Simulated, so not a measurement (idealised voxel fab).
process module | voxel self aligned contacts
cross-section cut | 195 nm wide | cells 5 nm
A cross-section is a grid of square cells, given in bands from the top down. A band is one or more rows of cells.
Each band's line starts with the height of the band's top and of its bottom, in nm. Then come its materials from left to right, each with its width in nm. One material with "throughout" fills the band from edge to edge. "air" is empty space.
Height 0 is the level under which the wafer as received is all one material. The lowest band goes on downwards, as in "0 down".
A width such as "30 to 40" changes by the same amount from each row of cells to the next, from the band's top row to its bottom row.
"no change" after a step means that no cell of the cross-section changed.
closed voids: empty space of 8 cells or more with no open way to the top, each as width x height at its distance from the left edge, in nm
after a step's settings: what the simulator itself notes on the step
overlay nm, on a step with a mask: how far to the right of its planned place the mask lay; to the left if negative
plan
1 op RECEIVE | material Si
2 op OXIDIZE | depth nm 5
3 op DIRECTIONAL_DEP | material polySi | thk nm 20
4 op DIRECTIONAL_DEP | material SiN | thk nm 20
5 op MASKED_ETCH | tone cover | mask id GATE | width nm 35 | pitch nm 65 | etch materials SiN | depth nm 10 | overlay nm 0
6 op MASKED_ETCH | tone cover | mask id GATE | width nm 35 | pitch nm 65 | etch materials polySi | depth nm 20 | overlay nm 0
7 op CONFORMAL_DEP | material SiN | thk nm 5
8 op DIRECTIONAL_ETCH | etch materials SiN | depth nm 5
9 op FILL_DEP | material SiO2 | thk nm 20
10 op CMP | height nm 50
11 op MASKED_ETCH | tone open | mask id CONTACT | width nm 50 | etch materials SiO2 | depth nm 55 | overlay nm 0
12 op CONFORMAL_DEP | material TiN | thk nm 5
13 op FILL_DEP | material W | thk nm 10
14 op CMP | height nm 50
15 op CONFORMAL_DEP | material SiCN | thk nm 5
varied across the wafers: depth nm of step 5. The plan shows the first wafer's value. All wafers start alike
first wafer as received, after step 1
  0 down: Si throughout
  closed voids: none
each wafer at the end: cells of each material gained (+) or lost (-) since it was received, then its closed voids
depth nm 10 | -39 Si | +39 SiCN | +114 SiN | +131 SiO2 | +16 TiN | +12 W | +156 polySi | closed voids: none
depth nm 15 | -39 Si | +39 SiCN | +93 SiN | +148 SiO2 | +18 TiN | +14 W | +156 polySi | closed voids: none
depth nm 20 | -39 Si | +39 SiCN | +88 SiN | +229 SiO2 | +30 TiN | +26 W | +56 polySi | closed voids: none
depth nm 25 | -39 Si | +39 SiCN | +88 SiN | +229 SiO2 | +30 TiN | +26 W | +56 polySi | closed voids: none
depth nm 30 | -39 Si | +39 SiCN | +88 SiN | +229 SiO2 | +30 TiN | +26 W | +56 polySi | closed voids: none
depth nm 35 | -39 Si | +39 SiCN | +88 SiN | +229 SiO2 | +30 TiN | +26 W | +56 polySi | closed voids: none
